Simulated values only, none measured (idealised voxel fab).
Module name: voxel gate over fins (process module)
Section cut is 265 nm wide and gridded with 5 nm square cells.
Square cells in a grid make up a cross-section in this document, and the grid is given as bands, listed from the top down, each one or more rows of cells.
Top, bottom (nm), then materials left to right with widths (nm); lone material tagged "full width" fills the whole band edge to edge; "empty" = empty space.
Below 0: as-received wafer, all one material; heights counted from there. Lowest band: no bottom, goes on down, written "from 0 down".
Width "30 to 40": first value at the band's top row of cells, second value at its bottom row, equal change from row to row.
The cross-section has no changed cell in any step marked "everything unchanged".
Reported under the label "Internal closed voids" are the empty spaces having no open way to the top and comprising 8 cells or more; the notation for each is width x height at distance, in which the distance is measured from the left edge and all three values are in nm.
Text after the settings on a step's line: the simulator's own remark on that step.
overlay nm: on a step with a mask, how far right of its planned place the mask lay; negative means left.
[Steps planned for the process]
1. RECEIVE | material Si
2. CONFORMAL_DEP | material SiN | thk nm 5
3. MASKED_ETCH | tone cover | mask id FINS | width nm 15 | pitch nm 35 | etch materials SiN | depth nm 5 | overlay nm 0
4. MASKED_ETCH | tone cover | mask id FINS | width nm 15 | pitch nm 35 | etch materials Si | depth nm 30 | overlay nm 0
5. FILL_DEP | material SiO2 | thk nm 10
6. CMP | height nm 5
7. SELECTIVE_ETCH | etch materials SiO2 | depth nm 15
8. STRIP | etch materials SiN
9. CONFORMAL_DEP | material HfO2 | thk nm 5
10. CONFORMAL_DEP | material TiN | thk nm 5
11. FILL_DEP | material W | thk nm 15
12. CMP | height nm 20
13. CONFORMAL_DEP | material SiCN | thk nm 5
[Incoming wafer, cross-sectional view, post step 1]
    from 0 down | Si full width
    Internal closed voids: none
[Cross-section, first of two wafers, end of module, run as planned]
    from 25 to 20 | SiCN full width
    from 20 to 10 | W full width
    from 10 to 5 | W 80 / TiN 105 / W 80
    from 5 to 0 | W 80 / TiN 5 / HfO2 25 / TiN 10 / HfO2 25 / TiN 10 / HfO2 25 / TiN 5 / W 80
    from 0 to -5 | TiN 85 / HfO2 5 / Si 15 / HfO2 5 / TiN 10 / HfO2 5 / Si 15 / HfO2 5 / TiN 10 / HfO2 5 / Si 15 / HfO2 5 / TiN 85
    from -5 to -10 | HfO2 90 / Si 15 / HfO2 20 / Si 15 / HfO2 20 / Si 15 / HfO2 90
    from -10 to -30 | SiO2 90 / Si 15 / SiO2 20 / Si 15 / SiO2 20 / Si 15 / SiO2 90
    from -30 down | Si full width
    Internal closed voids: none
[Second wafer cross-section at end of module - shared start and plan with the first, one mistake in the run]
    from 25 to 20 | SiCN full width
    from 20 to 10 | W full width
    from 10 to 5 | W 80 / TiN 105 / W 80
    from 5 to 0 | W 80 / TiN 5 / HfO2 25 / TiN 10 / HfO2 25 / TiN 10 / HfO2 25 / TiN 5 / W 80
    from 0 to -5 | TiN 85 / HfO2 5 / Si 15 / HfO2 5 / TiN 10 / HfO2 5 / Si 15 / HfO2 5 / TiN 10 / HfO2 5 / Si 15 / HfO2 5 / TiN 85
    from -5 to -10 | HfO2 80 / TiN 5 / HfO2 5 / Si 15 / HfO2 5 / TiN 10 / HfO2 5 / Si 15 / HfO2 5 / TiN 10 / HfO2 5 / Si 15 / HfO2 5 / TiN 5 / HfO2 80
    from -10 to -15 | SiO2 75 / HfO2 15 / Si 15 / HfO2 20 / Si 15 / HfO2 20 / Si 15 / HfO2 15 / SiO2 75
    from -15 to -30 | SiO2 90 / Si 15 / SiO2 20 / Si 15 / SiO2 20 / Si 15 / SiO2 90
    from -30 down | Si full width
    Internal closed voids: none
What went wrong in running the wafer? note: step 7 <-> step 8, run order reversed vs plan
Final cells, second wafer relative to first, materials higher or lower: HfO2: 8 more, SiO2: 14 fewer, TiN: 6 more
